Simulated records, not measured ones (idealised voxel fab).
Presented below is a process module, voxel gate over fins.
Cross-section cut spans 200 nm and uses square cells 5 nm in size.
Just so we're on the same page, the cross-sections are grids of square cells, and they're listed out in bands top to bottom, each band one or more rows deep.
The band entry comprises the height of the band's top followed by the height of its bottom, expressed in nm, and subsequently the band's materials from left to right, each stated together with its width in nm. Where a single material is marked with the word "full width", that material fills the band from edge to edge. The word "empty" represents empty space.
Convention: height 0 is the level below which the wafer, as received, is all one material. The lowest band does not terminate at the bottom but continues downward, represented as "0 nm and below".
A width such as "30 to 40" changes by the same amount from each row of cells to the next, from the band's top row to its bottom row.
What does "remained unchanged" mean for a step? It means no cell of the cross-section changed in that step.
You'll see "Closed void roster" listing empty spaces that have no way open to the top, as long as they're 8 cells or more; the notation is width x height at distance, where the distance is from the left edge, and all of it is in nm.
If you see something after the settings on a step's line, that's the simulator's own remark about that step.
"overlay nm" on a masked step: distance the mask lay right of its planned place, negative for left.
**Here's what the planned process steps look like**
1,RECEIVE: material Si
2,CONFORMAL_DEP: material SiN, thk nm 10
3,PATTERN: tone cover, mask id FINS, material resist, width nm 15, pitch nm 60, thk nm 15, overlay nm 0
4,DIRECTIONAL_ETCH: etch materials SiN, depth nm 10
5,DIRECTIONAL_ETCH: etch materials Si, depth nm 35
6,STRIP: etch materials resist
7,FILL_DEP: material SiO2, thk nm 5
8,CMP: height nm 10
9,DIRECTIONAL_DEP: material aC, thk nm 15
10,PATTERN: tone open, mask id RAIL, material resist, width nm 15, thk nm 30, overlay nm 0
11,DIRECTIONAL_ETCH: etch materials aC, depth nm 15
12,STRIP: etch materials resist
13,DIRECTIONAL_ETCH: etch materials SiO2, depth nm 40
14,STRIP: etch materials aC
15,CONFORMAL_DEP: material TiN, thk nm 5
16,FILL_DEP: material W, thk nm 5
17,CMP: height nm 10
18,SELECTIVE_ETCH: etch materials W Ru TiN, depth nm 30
19,FILL_DEP: material SiO2, thk nm 5
20,CMP: height nm 10
21,SELECTIVE_ETCH: etch materials SiO2, depth nm 25
22,STRIP: etch materials SiN
23,CONFORMAL_DEP: material HfO2, thk nm 5
24,CONFORMAL_DEP: material TiN, thk nm 5
25,CONFORMAL_DEP: material TiAl, thk nm 5
26,CONFORMAL_DEP: material TiN, thk nm 5
27,FILL_DEP: material W, thk nm 15
28,CMP: height nm 30
29,CONFORMAL_DEP: material SiCN, thk nm 5
**Wafer as received: cross-section following step 1**
	0 nm and below = Si full width
	Closed void roster: none
**As-planned run: cross-section of the first of two wafers at end of module**
	35 nm to 30 nm = SiCN full width
	30 nm to 20 nm = W full width
	20 nm to 15 nm = 40 nm W / 55 nm TiN / 5 nm W / 55 nm TiN / 45 nm W
	15 nm to 10 nm = 40 nm W / 5 nm TiN / 45 nm TiAl / 5 nm TiN / 5 nm W / 5 nm TiN / 45 nm TiAl / 5 nm TiN / 45 nm W
	10 nm to 5 nm = 40 nm W / 5 nm TiN / 5 nm TiAl / 35 nm TiN / 5 nm TiAl / 5 nm TiN / 5 nm W / 5 nm TiN / 5 nm TiAl / 35 nm TiN / 5 nm TiAl / 5 nm TiN / 45 nm W
	5 nm to 0 nm = 45 nm TiN / 5 nm TiAl / 5 nm TiN / 25 nm HfO2 / 5 nm TiN / 5 nm TiAl / 15 nm TiN / 5 nm TiAl / 5 nm TiN / 25 nm HfO2 / 5 nm TiN / 5 nm TiAl / 50 nm TiN
	0 nm to -5 nm = 50 nm TiAl / 5 nm TiN / 5 nm HfO2 / 15 nm Si / 5 nm HfO2 / 5 nm TiN / 25 nm TiAl / 5 nm TiN / 5 nm HfO2 / 15 nm Si / 5 nm HfO2 / 5 nm TiN / 55 nm TiAl
	-5 nm to -10 nm = 55 nm TiN / 5 nm HfO2 / 15 nm Si / 5 nm HfO2 / 35 nm TiN / 5 nm HfO2 / 15 nm Si / 5 nm HfO2 / 60 nm TiN
	-10 nm to -15 nm = 60 nm HfO2 / 15 nm Si / 45 nm HfO2 / 15 nm Si / 65 nm HfO2
	-15 nm to -20 nm = 60 nm SiO2 / 15 nm Si / 45 nm SiO2 / 15 nm Si / 65 nm SiO2
	-20 nm to -25 nm = 60 nm SiO2 / 15 nm Si / 15 nm SiO2 / 5 nm TiN / 5 nm W / 5 nm TiN / 15 nm SiO2 / 15 nm Si / 65 nm SiO2
	-25 nm to -30 nm = 60 nm SiO2 / 15 nm Si / 15 nm SiO2 / 15 nm TiN / 15 nm SiO2 / 15 nm Si / 65 nm SiO2
	-30 nm to -35 nm = 60 nm SiO2 / 15 nm Si / 45 nm SiO2 / 15 nm Si / 65 nm SiO2
	-35 nm and below = Si full width
	Closed void roster: none
**This cross-section belongs to the second wafer of two at the end of the module; the start and the plan were shared with the first, and the run included one mistake**
	35 nm to 30 nm = SiCN full width
	30 nm to 20 nm = W full width
	20 nm to 15 nm = 35 nm W / 125 nm TiN / 40 nm W
	15 nm to 10 nm = 35 nm W / 5 nm TiN / 55 nm TiAl / 5 nm TiN / 55 nm TiAl / 5 nm TiN / 40 nm W
	10 nm to 5 nm = 35 nm W / 5 nm TiN / 5 nm TiAl / 45 nm TiN / 5 nm TiAl / 5 nm TiN / 5 nm TiAl / 45 nm TiN / 5 nm TiAl / 5 nm TiN / 40 nm W
	5 nm to 0 nm = 40 nm TiN / 5 nm TiAl / 5 nm TiN / 35 nm HfO2 / 5 nm TiN / 5 nm TiAl / 5 nm TiN / 5 nm TiAl / 5 nm TiN / 35 nm HfO2 / 5 nm TiN / 5 nm TiAl / 45 nm TiN
	0 nm to -5 nm = 45 nm TiAl / 5 nm TiN / 5 nm HfO2 / 25 nm Si / 5 nm HfO2 / 5 nm TiN / 15 nm TiAl / 5 nm TiN / 5 nm HfO2 / 25 nm Si / 5 nm HfO2 / 5 nm TiN / 50 nm TiAl
	-5 nm to -10 nm = 50 nm TiN / 5 nm HfO2 / 25 nm Si / 5 nm HfO2 / 25 nm TiN / 5 nm HfO2 / 25 nm Si / 5 nm HfO2 / 55 nm TiN
	-10 nm to -15 nm = 55 nm HfO2 / 25 nm Si / 35 nm HfO2 / 25 nm Si / 60 nm HfO2
	-15 nm to -20 nm = 55 nm SiO2 / 25 nm Si / 35 nm SiO2 / 25 nm Si / 60 nm SiO2
	-20 nm to -25 nm = 55 nm SiO2 / 25 nm Si / 10 nm SiO2 / 5 nm TiN / 5 nm W / 5 nm TiN / 10 nm SiO2 / 25 nm Si / 60 nm SiO2
	-25 nm to -30 nm = 55 nm SiO2 / 25 nm Si / 10 nm SiO2 / 15 nm TiN / 10 nm SiO2 / 25 nm Si / 60 nm SiO2
	-30 nm to -35 nm = 55 nm SiO2 / 25 nm Si / 35 nm SiO2 / 25 nm Si / 60 nm SiO2
	-35 nm and below = Si full width
	Closed void roster: none
In executing the process, a mistake was made relative to the plan: step 3 was processed under conditions differing from the plan, specifically as PATTERN: tone cover, mask id FINS, material resist, width nm 25, pitch nm 60, thk nm 15, overlay nm 0
Cell-count delta at end, second wafer over first, by material: 28 more of Si, 16 fewer of SiO2, 3 fewer of TiN, 9 fewer of W
